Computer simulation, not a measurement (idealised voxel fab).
process module | voxel ribs on slabs
cross-section cut | 185 nm wide | cells 5 nm
A cross-section is a grid of square cells, given in bands from the top down. A band is one or more rows of cells.
Each band's line starts with the height of the band's top and of its bottom, in nm. Then come its materials from left to right, each with its width in nm. One material with "throughout" fills the band from edge to edge. "air" is empty space.
Height 0 is the level under which the wafer as received is all one material. The lowest band goes on downwards, as in "0 down".
A width such as "30 to 40" changes by the same amount from each row of cells to the next, from the band's top row to its bottom row.
"no change" after a step means that no cell of the cross-section changed.
closed voids: empty space of 8 cells or more with no open way to the top, each as width x height at its distance from the left edge, in nm
after a step's settings: what the simulator itself notes on the step
overlay nm, on a step with a mask: how far to the right of its planned place the mask lay; to the left if negative
plan
1 op RECEIVE | material Si
2 op DIRECTIONAL_DEP | material SiO2 | thk nm 25
3 op DIRECTIONAL_DEP | material SiN | thk nm 20
4 op MASKED_ETCH | tone cover | mask id RIB | width nm 25 | etch materials SiN | depth nm 10 | overlay nm 0
5 op MASKED_ETCH | tone cover | mask id SLAB | width nm 75 | etch materials SiN | depth nm 10 | overlay nm 0
6 op FILL_DEP | material SiO2 | thk nm 25
7 op CMP | height nm 50
8 op DIRECTIONAL_DEP | material TiN | thk nm 10
9 op MASKED_ETCH | tone cover | mask id HEATER | width nm 35 | etch materials TiN | depth nm 10 | overlay nm 0
10 op CONFORMAL_DEP | material SiO2 | thk nm 5
varied across the wafers: height nm of step 7. The plan shows the first wafer's value. All wafers start alike
first wafer as received, after step 1
  0 down: Si throughout
  closed voids: none
first wafer at the end, after step 10
  65 to 60: air 70 | SiO2 45 | air 70
  60 to 55: air 70 | SiO2 5 | TiN 35 | SiO2 5 | air 70
  55 to 50: SiO2 75 | TiN 35 | SiO2 75
  50 to 45: SiO2 throughout
  45 to 35: SiO2 80 | SiN 25 | SiO2 80
  35 to 25: SiO2 55 | SiN 75 | SiO2 55
  25 to 0: SiO2 throughout
  0 down: Si throughout
  closed voids: none
last wafer at the end
  85 to 80: air 70 | SiO2 45 | air 70
  80 to 75: air 70 | SiO2 5 | TiN 35 | SiO2 5 | air 70
  75 to 70: SiO2 75 | TiN 35 | SiO2 75
  70 to 45: SiO2 throughout
  45 to 35: SiO2 80 | SiN 25 | SiO2 80
  35 to 25: SiO2 55 | SiN 75 | SiO2 55
  25 to 0: SiO2 throughout
  0 down: Si throughout
  closed voids: none
each wafer at the end: cells of each material gained (+) or lost (-) since it was received, then its closed voids
height nm 50 | +40 SiN | +371 SiO2 | +14 TiN | closed voids: none
height nm 55 | +40 SiN | +408 SiO2 | +14 TiN | closed voids: none
height nm 60 | +40 SiN | +445 SiO2 | +14 TiN | closed voids: none
height nm 65 | +40 SiN | +482 SiO2 | +14 TiN | closed voids: none
height nm 70 | +40 SiN | +519 SiO2 | +14 TiN | closed voids: none
